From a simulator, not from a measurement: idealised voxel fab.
Documented hereafter: the process module known as voxel transistor to metal.
The cross-section on display is named cut; it measures 210 nm wide, and its cells are 5 nm squares.
The cross-sections in this document take the form of a grid made of square cells. They are written out as bands, in order from top to bottom. Each band consists of one or more rows of cells. Quick guide to a band line: top height, bottom height (nm) up front; then every material left to right with its width in nm. Only one material and it's marked "full width"? Then it fills the band edge to edge. And "empty" just means empty space. Beneath 0, the wafer as received is one material, and that level is where height counting begins. The lowest band goes on downward without a bottom; it is written like "top 0, no bottom". A width such as "30->40" changes by the same amount from each row of cells to the next, from the band's top row to its bottom row. Basically "no modifications" means that step didn't change any cell in the cross-section. Listed in "Non-vented voids": every empty space of 8 or more cells without an open way to the top. Form: width x height at distance, the distance being from the left edge, all in nm. Step line, after settings: the simulator's comment on this step. Steps that use a mask can have "overlay nm" on their line. It says how far the mask sat to the right of where it was meant to be. Negative means to the left.
Planned step list for the process:
1 RECEIVE: material Si
2 CONFORMAL_DEP: material SiO2, thk nm 5
3 CONFORMAL_DEP: material SiN, thk nm 15
4 DIRECTIONAL_DEP: material aC, thk nm 10
5 PATTERN: tone cover, mask id ACTIVE, material resist, width nm 85, thk nm 30, overlay nm 0
6 DIRECTIONAL_ETCH: etch materials aC, depth nm 10
7 STRIP: etch materials resist
8 DIRECTIONAL_ETCH: etch materials SiN, depth nm 15
9 DIRECTIONAL_ETCH: etch materials SiO2, depth nm 5
10 DIRECTIONAL_ETCH: etch materials Si, depth nm 25
11 STRIP: etch materials aC
12 OXIDIZE: depth nm 5
13 FILL_DEP: material SiO2, thk nm 15
14 CMP: height nm 20
15 SELECTIVE_ETCH: etch materials SiO2, depth nm 5
16 STRIP: etch materials SiN
17 SELECTIVE_ETCH: etch materials SiO2, depth nm 5
18 OXIDIZE: depth nm 5
19 DIRECTIONAL_DEP: material polySi, thk nm 20
20 DIRECTIONAL_DEP: material SiCN, thk nm 15
21 MASKED_ETCH: tone cover, mask id GATE, width nm 15, etch materials SiCN, depth nm 25, overlay nm 0
22 MASKED_ETCH: tone cover, mask id GATE, width nm 15, etch materials polySi, depth nm 30, overlay nm 0
23 CONFORMAL_DEP: material SiO2, thk nm 5
24 DIRECTIONAL_ETCH: etch materials SiO2, depth nm 5
25 CONFORMAL_DEP: material SiN, thk nm 5
26 DIRECTIONAL_ETCH: etch materials SiN, depth nm 5
27 DIRECTIONAL_ETCH: etch materials SiO2, depth nm 5
28 DIRECTIONAL_ETCH: etch materials Si, depth nm 5
29 EPI: material pSi, thk nm 10
30 FILL_DEP: material SiO2, thk nm 5
31 CMP: height nm 35
32 DIRECTIONAL_DEP: material SiO2, thk nm 15
33 PATTERN: tone open, mask id CONTACT, material resist, width nm 25, pitch nm 50, thk nm 15, overlay nm 0
34 DIRECTIONAL_ETCH: etch materials SiO2, depth nm 50
35 STRIP: etch materials resist
36 CONFORMAL_DEP: material TiN, thk nm 5
37 FILL_DEP: material Ru, thk nm 10
38 CMP: height nm 50
39 CONFORMAL_DEP: material SiCN, thk nm 5
40 DIRECTIONAL_DEP: material lowk, thk nm 15
41 DIRECTIONAL_DEP: material aC, thk nm 15
42 PATTERN: tone open, mask id METAL_1, material resist, width nm 15, pitch nm 60, thk nm 30, overlay nm 0
43 DIRECTIONAL_ETCH: etch materials aC, depth nm 15
44 STRIP: etch materials resist
45 DIRECTIONAL_ETCH: etch materials lowk, depth nm 15
46 DIRECTIONAL_ETCH: etch materials SiCN, depth nm 5
47 STRIP: etch materials aC
48 CONFORMAL_DEP: material TiN, thk nm 5
49 FILL_DEP: material Ru, thk nm 10
50 CMP: height nm 70
51 CONFORMAL_DEP: material SiCN, thk nm 5
52 DIRECTIONAL_DEP: material SiO2, thk nm 35
53 DIRECTIONAL_DEP: material aC, thk nm 15
54 PATTERN: tone open, mask id METAL_2, material resist, width nm 15, pitch nm 60, thk nm 35, overlay nm 0
55 DIRECTIONAL_ETCH: etch materials aC, depth nm 15
56 STRIP: etch materials resist
57 DIRECTIONAL_ETCH: etch materials SiO2, depth nm 20
58 STRIP: etch materials aC
59 MASKED_ETCH: tone open, mask id METAL_2_HOLES, width nm 15, pitch nm 60, etch materials SiO2, depth nm 15, overlay nm 0
60 MASKED_ETCH: tone open, mask id METAL_2_HOLES, width nm 15, pitch nm 60, etch materials SiCN, depth nm 5, overlay nm 0
61 CONFORMAL_DEP: material TiN, thk nm 5
62 FILL_DEP: material Cu, thk nm 5
63 CMP: height nm 110
64 CONFORMAL_DEP: material SiN, thk nm 5
Wafer cross-section on receipt, i.e. after step 1:
* top 0, no bottom: Si full width
* Non-vented voids: none
Sectioned view, first of two wafers, at the close of the module, processed as intended in the plan:
* top 115, bottom 110: SiN full width
* top 110, bottom 75: SiO2 (65) | TiN (5) | Cu (5) | TiN (5) | SiO2 (45) | TiN (5) | Cu (5) | TiN (5) | SiO2 (70)
* top 75, bottom 70: SiCN (65) | TiN (15) | SiCN (45) | TiN (15) | SiCN (70)
* top 70, bottom 55: lowk (65) | TiN (5) | Ru (5) | TiN (5) | lowk (45) | TiN (5) | Ru (5) | TiN (5) | lowk (70)
* top 55, bottom 50: SiCN (65) | TiN (15) | SiCN (45) | TiN (15) | SiCN (70)
* top 50, bottom 40: SiO2 (65) | TiN (5) | Ru (15) | TiN (5) | SiO2 (25) | TiN (5) | Ru (15) | TiN (5) | SiO2 (70)
* top 40, bottom 35: SiO2 (65) | TiN (5) | Ru (10) | TiN (10) | SiO2 (25) | TiN (10) | Ru (10) | TiN (5) | SiO2 (70)
* top 35, bottom 20: SiO2 (65) | TiN (5) | Ru (10) | TiN (5) | SiN (5) | SiO2 (5) | SiCN (15) | SiO2 (5) | SiN (5) | TiN (5) | Ru (10) | TiN (5) | SiO2 (70)
* top 20, bottom 10: SiO2 (65) | TiN (5) | Ru (10) | TiN (5) | SiN (5) | SiO2 (5) | polySi (15) | SiO2 (5) | SiN (5) | TiN (5) | Ru (10) | TiN (5) | SiO2 (70)
* top 10, bottom 5: SiO2 (60) | SiN (5) | TiN (20) | SiN (5) | SiO2 (5) | polySi (15) | SiO2 (5) | SiN (5) | TiN (20) | SiN (5) | SiO2 (65)
* top 5, bottom 0: SiO2 (60) | SiN (5) | TiN (10) | pSi (10) | SiN (5) | SiO2 (5) | polySi (15) | SiO2 (5) | SiN (5) | pSi (10) | TiN (10) | SiN (5) | SiO2 (65)
* top 0, bottom -5: SiO2 (65) | pSi (20) | SiO2 (35) | pSi (20) | SiO2 (70)
* top -5, bottom -10: SiO2 (65) | pSi (20) | Si (35) | pSi (20) | SiO2 (70)
* top -10, bottom -30: SiO2 (65) | Si (75) | SiO2 (70)
* top -30, no bottom: Si full width
* Non-vented voids: none
Module end: cross-section of wafer two of two. Same start and process plan as the first wafer. One mistake during execution:
* top 115, bottom 110: SiN full width
* top 110, bottom 100: SiO2 (65) | TiN (5) | Cu (10) | TiN (5) | SiO2 (40) | TiN (5) | Cu (10) | TiN (5) | SiO2 (65)
* top 100, bottom 95: SiO2 (65) | TiN (10) | Cu (5) | TiN (5) | SiO2 (40) | TiN (10) | Cu (5) | TiN (5) | SiO2 (65)
* top 95, bottom 90: SiO2 (70) | TiN (15) | SiO2 (45) | TiN (15) | SiO2 (65)
* top 90, bottom 75: SiO2 (70) | TiN (10) | SiO2 (50) | TiN (10) | SiO2 (70)
* top 75, bottom 70: SiCN (70) | TiN (10) | SiCN (50) | TiN (10) | SiCN (70)
* top 70, bottom 55: lowk (65) | TiN (5) | Ru (5) | TiN (5) | lowk (45) | TiN (5) | Ru (5) | TiN (5) | lowk (70)
* top 55, bottom 50: SiCN (65) | TiN (15) | SiCN (45) | TiN (15) | SiCN (70)
* top 50, bottom 40: SiO2 (65) | TiN (5) | Ru (15) | TiN (5) | SiO2 (25) | TiN (5) | Ru (15) | TiN (5) | SiO2 (70)
* top 40, bottom 35: SiO2 (65) | TiN (5) | Ru (10) | TiN (10) | SiO2 (25) | TiN (10) | Ru (10) | TiN (5) | SiO2 (70)
* top 35, bottom 20: SiO2 (65) | TiN (5) | Ru (10) | TiN (5) | SiN (5) | SiO2 (5) | SiCN (15) | SiO2 (5) | SiN (5) | TiN (5) | Ru (10) | TiN (5) | SiO2 (70)
* top 20, bottom 10: SiO2 (65) | TiN (5) | Ru (10) | TiN (5) | SiN (5) | SiO2 (5) | polySi (15) | SiO2 (5) | SiN (5) | TiN (5) | Ru (10) | TiN (5) | SiO2 (70)
* top 10, bottom 5: SiO2 (60) | SiN (5) | TiN (20) | SiN (5) | SiO2 (5) | polySi (15) | SiO2 (5) | SiN (5) | TiN (20) | SiN (5) | SiO2 (65)
* top 5, bottom 0: SiO2 (60) | SiN (5) | TiN (10) | pSi (10) | SiN (5) | SiO2 (5) | polySi (15) | SiO2 (5) | SiN (5) | pSi (10) | TiN (10) | SiN (5) | SiO2 (65)
* top 0, bottom -5: SiO2 (65) | pSi (20) | SiO2 (35) | pSi (20) | SiO2 (70)
* top -5, bottom -10: SiO2 (65) | pSi (20) | Si (35) | pSi (20) | SiO2 (70)
* top -10, bottom -30: SiO2 (65) | Si (75) | SiO2 (70)
* top -30, no bottom: Si full width
* Non-vented voids: none
Here's what went sideways: note that step 54 departed from the planned setting and was carried out as PATTERN: tone open, mask id METAL_2, material resist, width nm 15, pitch nm 60, thk nm 35, overlay nm 5
Count the cells at the end and the second wafer has more or fewer of some materials than the first: 4 fewer of Cu | 2 more of SiCN | 2 more of TiN
